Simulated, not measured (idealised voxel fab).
process module | voxel released beams
cross-section cut | 220 nm wide | cells 5 nm
A cross-section is a grid of square cells, given in bands from the top down. A band is one or more rows of cells.
Each band's line starts with the height of the band's top and of its bottom, in nm. Then come its materials from left to right, each with its width in nm. One material with "throughout" fills the band from edge to edge. "air" is empty space.
Height 0 is the level under which the wafer as received is all one material. The lowest band goes on downwards, as in "0 down".
A width such as "30 to 40" changes by the same amount from each row of cells to the next, from the band's top row to its bottom row.
"no change" after a step means that no cell of the cross-section changed.
closed voids: empty space of 8 cells or more with no open way to the top, each as width x height at its distance from the left edge, in nm
after a step's settings: what the simulator itself notes on the step
overlay nm, on a step with a mask: how far to the right of its planned place the mask lay; to the left if negative
Each pair below shows a cross-section before one step and the cross-section after it, down to the lowest band that changed. The line under each pair gives the step between them, with its settings. The pairs can come from different runs of this module on the same starting wafer, so a pair continues from the pair above only where its "before" says so.
before
  0 down: Si throughout
  closed voids: none
after
  5 to 0: SiN throughout
  below 0: unchanged
  closed voids: none
the step between: op CONFORMAL_DEP | material SiN | thk nm 5
before: the cross-section after the pair above
after
  20 to 5: SiO2 throughout
  below 5: unchanged
  closed voids: none
the step between: op DIRECTIONAL_DEP | material SiO2 | thk nm 15
before: the cross-section after the pair above
after
  40 to 20: resist 60 | air 35 | resist 125
  below 20: unchanged
  closed voids: none
the step between: op PATTERN | tone open | mask id ANCHOR | material resist | width nm 35 | thk nm 20 | overlay nm 0
before: the cross-section after the pair above
after
  40 to 20: resist 60 | air 35 | resist 125
  20 to 5: SiO2 60 | air 35 | SiO2 125
  below 5: unchanged
  closed voids: none
the step between: op DIRECTIONAL_ETCH | etch materials SiO2 | depth nm 15
before: the cross-section after the pair above
after
  20 to 5: SiO2 60 | air 35 | SiO2 125
  below 5: unchanged
  closed voids: none
the step between: op STRIP | etch materials resist
before: the cross-section after the pair above
after
  30 to 20: TiN 70 | air 15 | TiN 135
  20 to 15: SiO2 60 | TiN 10 | air 15 | TiN 10 | SiO2 125
  15 to 5: SiO2 60 | TiN 35 | SiO2 125
  below 5: unchanged
  closed voids: none
the step between: op CONFORMAL_DEP | material TiN | thk nm 10
before: the cross-section after the pair above
after
  30 to 20: air 55 | TiN 15 | air 15 | TiN 75 | air 60
  below 20: unchanged
  closed voids: none
the step between: op MASKED_ETCH | tone cover | mask id BEAM | width nm 105 | etch materials TiN | depth nm 10 | overlay nm 0
before: the cross-section after the pair above
after
  30 to 20: air 55 | TiN 15 | air 15 | TiN 75 | air 60
  20 to 15: air 60 | TiN 10 | air 15 | TiN 10 | air 125
  15 to 5: air 60 | TiN 35 | air 125
  below 5: unchanged
  closed voids: none
the step between: op STRIP | etch materials SiO2
before
  0 down: Si throughout
  closed voids: none
after
  15 to 0: SiO2 throughout
  below 0: unchanged
  closed voids: none
the step between: op DIRECTIONAL_DEP | material SiO2 | thk nm 15
before: the cross-section after the pair above
after
  35 to 15: resist 60 | air 35 | resist 125
  below 15: unchanged
  closed voids: none
the step between: op PATTERN | tone open | mask id ANCHOR | material resist | width nm 35 | thk nm 20 | overlay nm 0
before: the cross-section after the pair above
after
  35 to 15: resist 60 | air 35 | resist 125
  15 to 0: SiO2 60 | air 35 | SiO2 125
  below 0: unchanged
  closed voids: none
the step between: op DIRECTIONAL_ETCH | etch materials SiO2 | depth nm 15
before: the cross-section after the pair above
after
  15 to 0: SiO2 60 | air 35 | SiO2 125
  below 0: unchanged
  closed voids: none
the step between: op STRIP | etch materials resist
before: the cross-section after the pair above
after
  25 to 15: TiN 70 | air 15 | TiN 135
  15 to 10: SiO2 60 | TiN 10 | air 15 | TiN 10 | SiO2 125
  10 to 0: SiO2 60 | TiN 35 | SiO2 125
  below 0: unchanged
  closed voids: none
the step between: op CONFORMAL_DEP | material TiN | thk nm 10
before: the cross-section after the pair above
after
  25 to 15: air 55 | TiN 15 | air 15 | TiN 75 | air 60
  below 15: unchanged
  closed voids: none
the step between: op MASKED_ETCH | tone cover | mask id BEAM | width nm 105 | etch materials TiN | depth nm 10 | overlay nm 0
before: the cross-section after the pair above
after
  25 to 15: air 55 | TiN 15 | air 15 | TiN 75 | air 60
  15 to 10: air 60 | TiN 10 | air 15 | TiN 10 | air 125
  10 to 0: air 60 | TiN 35 | air 125
  below 0: unchanged
  closed voids: none
the step between: op STRIP | etch materials SiO2
before
  15 to 0: SiO2 throughout
  0 down: Si throughout
  closed voids: none
after
  20 to 15: SiN throughout
  below 15: unchanged
  closed voids: none
the step between: op CONFORMAL_DEP | material SiN | thk nm 5
before: the cross-section after the pair above
after
  40 to 20: resist 60 | air 35 | resist 125
  below 20: unchanged
  closed voids: none
the step between: op PATTERN | tone open | mask id ANCHOR | material resist | width nm 35 | thk nm 20 | overlay nm 0
before: the cross-section after the pair above
after
  20 to 15: SiN throughout
  below 15: unchanged
  closed voids: none
the step between: op STRIP | etch materials resist
before: the cross-section after the pair above
after
  30 to 20: TiN throughout
  below 20: unchanged
  closed voids: none
the step between: op CONFORMAL_DEP | material TiN | thk nm 10
before: the cross-section after the pair above
after
  30 to 20: air 55 | TiN 105 | air 60
  below 20: unchanged
  closed voids: none
the step between: op MASKED_ETCH | tone cover | mask id BEAM | width nm 105 | etch materials TiN | depth nm 10 | overlay nm 0
before
  5 to 0: SiN throughout
  0 down: Si throughout
  closed voids: none
after
  15 to 5: SiO2 throughout
  below 5: unchanged
  closed voids: none
the step between: op DIRECTIONAL_DEP | material SiO2 | thk nm 10
before: the cross-section after the pair above
after
  35 to 15: resist 60 | air 35 | resist 125
  below 15: unchanged
  closed voids: none
the step between: op PATTERN | tone open | mask id ANCHOR | material resist | width nm 35 | thk nm 20 | overlay nm 0
before: the cross-section after the pair above
after
  35 to 15: resist 60 | air 35 | resist 125
  15 to 5: SiO2 60 | air 35 | SiO2 125
  below 5: unchanged
  closed voids: none
the step between: op DIRECTIONAL_ETCH | etch materials SiO2 | depth nm 15
before: the cross-section after the pair above
after
  15 to 5: SiO2 60 | air 35 | SiO2 125
  below 5: unchanged
  closed voids: none
the step between: op STRIP | etch materials resist
before: the cross-section after the pair above
after
  25 to 15: TiN 70 | air 15 | TiN 135
  15 to 5: SiO2 60 | TiN 35 | SiO2 125
  below 5: unchanged
  closed voids: none
the step between: op CONFORMAL_DEP | material TiN | thk nm 10
before: the cross-section after the pair above
after
  25 to 15: air 55 | TiN 15 | air 15 | TiN 75 | air 60
  below 15: unchanged
  closed voids: none
the step between: op MASKED_ETCH | tone cover | mask id BEAM | width nm 105 | etch materials TiN | depth nm 10 | overlay nm 0
before: the cross-section after the pair above
after
  25 to 15: air 55 | TiN 15 | air 15 | TiN 75 | air 60
  15 to 5: air 60 | TiN 35 | air 125
  below 5: unchanged
  closed voids: none
the step between: op STRIP | etch materials SiO2
before
  30 to 20: TiN 70 | air 15 | TiN 135
  20 to 15: SiO2 60 | TiN 10 | air 15 | TiN 10 | SiO2 125
  15 to 5: SiO2 60 | TiN 35 | SiO2 125
  5 to 0: SiN throughout
  0 down: Si throughout
  closed voids: none
after
  30 to 20: air 60 | TiN 10 | air 15 | TiN 75 | air 60
  below 20: unchanged
  closed voids: none
the step between: op MASKED_ETCH | tone cover | mask id BEAM | width nm 100 | etch materials TiN | depth nm 10 | overlay nm 0
before: the cross-section after the pair above
after
  30 to 20: air 60 | TiN 10 | air 15 | TiN 75 | air 60
  20 to 15: air 60 | TiN 10 | air 15 | TiN 10 | air 125
  15 to 5: air 60 | TiN 35 | air 125
  below 5: unchanged
  closed voids: none
the step between: op STRIP | etch materials SiO2
before
  30 to 20: TiN 70 | air 15 | TiN 135
  20 to 15: SiO2 60 | TiN 10 | air 15 | TiN 10 | SiO2 125
  15 to 5: SiO2 60 | TiN 35 | SiO2 125
  5 to 0: SiN throughout
  0 down: Si throughout
  closed voids: none
after
  30 to 20: air 60 | TiN 10 | air 15 | TiN 80 | air 55
  below 20: unchanged
  closed voids: none
the step between: op MASKED_ETCH | tone cover | mask id BEAM | width nm 105 | etch materials TiN | depth nm 10 | overlay nm 5
before: the cross-section after the pair above
after
  30 to 20: air 60 | TiN 10 | air 15 | TiN 80 | air 55
  20 to 15: air 60 | TiN 10 | air 15 | TiN 10 | air 125
  15 to 5: air 60 | TiN 35 | air 125
  below 5: unchanged
  closed voids: none
the step between: op STRIP | etch materials SiO2
before
  40 to 20: resist 60 | air 35 | resist 125
  20 to 5: SiO2 60 | air 35 | SiO2 125
  5 to 0: SiN throughout
  0 down: Si throughout
  closed voids: none
after
  0 down: Si throughout
  closed voids: none
the step between: op STRIP | etch materials SiN
before: the cross-section after the pair above
after
  10 to 0: TiN throughout
  below 0: unchanged
  closed voids: none
the step between: op CONFORMAL_DEP | material TiN | thk nm 10
before: the cross-section after the pair above
after
  10 to 0: air 55 | TiN 105 | air 60
  below 0: unchanged
  closed voids: none
the step between: op MASKED_ETCH | tone cover | mask id BEAM | width nm 105 | etch materials TiN | depth nm 10 | overlay nm 0
before
  30 to 20: TiN 70 | air 15 | TiN 135
  20 to 15: SiO2 60 | TiN 10 | air 15 | TiN 10 | SiO2 125
  15 to 5: SiO2 60 | TiN 35 | SiO2 125
  5 to 0: SiN throughout
  0 down: Si throughout
  closed voids: none
after
  30 to 20: TiN 55 | air 105 | TiN 60
  20 to 5: SiO2 60 | TiN 10 | air 15 | TiN 10 | SiO2 125
  below 5: unchanged
  closed voids: none
the step between: op MASKED_ETCH | tone open | mask id BEAM | width nm 105 | etch materials TiN | depth nm 10 | overlay nm 0
before: the cross-section after the pair above
after
  20 to 5: air 60 | TiN 10 | air 15 | TiN 10 | air 125
  below 5: unchanged
  closed voids: none
the step between: op STRIP | etch materials SiO2
